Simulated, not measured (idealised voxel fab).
The process module presented herein is designated voxel self aligned vias.
The figure presents cross-section cut, which has a width of 225 nm and is divided into square cells with an edge length of 5 nm.
Just so we're on the same page, the cross-sections are grids of square cells, and they're listed out in bands top to bottom, each band one or more rows deep.
Band: top height; bottom height; in nm. Then, left to right: material with width in nm, for each material. "full width": a single material spanning edge to edge. "empty": empty space.
The reference from which all heights are counted is 0, the level beneath which the as-received wafer is entirely one material; the lowest band, having no lower bound, proceeds downward and is written after the example "0 -> down".
The expression "30..40" gives the width at the extremes of the band, the first number at its top row of cells and the second at its bottom row, with the width changing by equal amounts from each row to the next in between.
Given "nothing was modified" for a step, no cell of the cross-section differs between before and after that step.
The label "Trapped void list" introduces a list of the empty spaces, 8 cells or larger, that have no open way up to the top; each entry in it reads width x height at distance, where the distance is taken from the left edge and all three are stated in nm.
Formally, on a step line, whatever follows the settings is a remark that the simulator itself makes on the step.
On any step carrying a mask, the "overlay nm" setting, if present on the step's line, tells how far right of its planned place the mask lay; negative values point to the left.

So here's the lineup of process steps we planned
1. RECEIVE,material Si
2. CONFORMAL_DEP,material SiO2,thk nm 10
3. CONFORMAL_DEP,material SiCN,thk nm 5
4. DIRECTIONAL_DEP,material lowk,thk nm 20
5. PATTERN,tone open,mask id LINES,material resist,width nm 20,pitch nm 60,thk nm 15,overlay nm 0
6. DIRECTIONAL_ETCH,etch materials lowk,depth nm 20
7. STRIP,etch materials resist
8. CONFORMAL_DEP,material TiN,thk nm 5
9. FILL_DEP,material W,thk nm 5
10. CMP,height nm 35
11. SELECTIVE_ETCH,etch materials W Ru TiN,depth nm 5
12. FILL_DEP,material SiN,thk nm 10
13. CMP,height nm 35
14. DIRECTIONAL_DEP,material lowk,thk nm 15
15. DIRECTIONAL_DEP,material aC,thk nm 15
16. PATTERN,tone open,mask id VIAS,material resist,width nm 30,pitch nm 60,thk nm 30,overlay nm 0
17. DIRECTIONAL_ETCH,etch materials aC,depth nm 15
18. STRIP,etch materials resist
19. DIRECTIONAL_ETCH,etch materials lowk,depth nm 15
20. DIRECTIONAL_ETCH,etch materials SiN,depth nm 5
21. STRIP,etch materials aC
22. CONFORMAL_DEP,material TiN,thk nm 5
23. FILL_DEP,material Cu,thk nm 5
24. CMP,height nm 50
25. CONFORMAL_DEP,material SiN,thk nm 5
Don't read the plan's width nm for step 16 as applying to every wafer: that's the first wafer's value, and the wafers differ in it, though they all start identical.

Sectional view: first of several wafers, as received, after step 1
  0 -> down: Si full width
  Trapped void list: none

At the end of the module, after its last step, step 25, the first of several wafers appears in cross-section as follows
  55 -> 50: SiN full width
  50 -> 40: lowk: 65  TiN: 5  Cu: 20  TiN: 5  lowk: 30  TiN: 5  Cu: 20  TiN: 5  lowk: 70
  40 -> 35: lowk: 65  TiN: 10  Cu: 10  TiN: 10  lowk: 30  TiN: 10  Cu: 10  TiN: 10  lowk: 70
  35 -> 30: lowk: 70  TiN: 20  lowk: 40  TiN: 20  lowk: 75
  30 -> 20: lowk: 70  TiN: 5  W: 10  TiN: 5  lowk: 40  TiN: 5  W: 10  TiN: 5  lowk: 75
  20 -> 15: lowk: 70  TiN: 20  lowk: 40  TiN: 20  lowk: 75
  15 -> 10: SiCN full width
  10 -> 0: SiO2 full width
  0 -> down: Si full width
  Trapped void list: none

Cross-sectional view of the final wafer of several at the module's end
  55 -> 50: SiN full width
  50 -> 40: lowk: 60  TiN: 5  Cu: 35  TiN: 5  lowk: 15  TiN: 5  Cu: 35  TiN: 5  lowk: 60
  40 -> 35: lowk: 60  TiN: 15  Cu: 10  TiN: 20  lowk: 15  TiN: 15  Cu: 10  TiN: 20  lowk: 60
  35 -> 30: lowk: 70  TiN: 20  lowk: 40  TiN: 20  lowk: 75
  30 -> 20: lowk: 70  TiN: 5  W: 10  TiN: 5  lowk: 40  TiN: 5  W: 10  TiN: 5  lowk: 75
  20 -> 15: lowk: 70  TiN: 20  lowk: 40  TiN: 20  lowk: 75
  15 -> 10: SiCN full width
  10 -> 0: SiO2 full width
  0 -> down: Si full width
  Trapped void list: none

Per wafer (row), end of module: delta in cells per material since receipt, (+) for gained, (-) for lost; closed voids after that
width nm 30 | +20 Cu | +45 SiCN | +45 SiN | +90 SiO2 | +40 TiN | +8 W | +247 lowk | Trapped void list: none
width nm 35 | +24 Cu | +45 SiCN | +45 SiN | +90 SiO2 | +42 TiN | +8 W | +241 lowk | Trapped void list: none
width nm 40 | +28 Cu | +45 SiCN | +45 SiN | +90 SiO2 | +44 TiN | +8 W | +235 lowk | Trapped void list: none
width nm 45 | +32 Cu | +45 SiCN | +45 SiN | +90 SiO2 | +46 TiN | +8 W | +229 lowk | Trapped void list: none
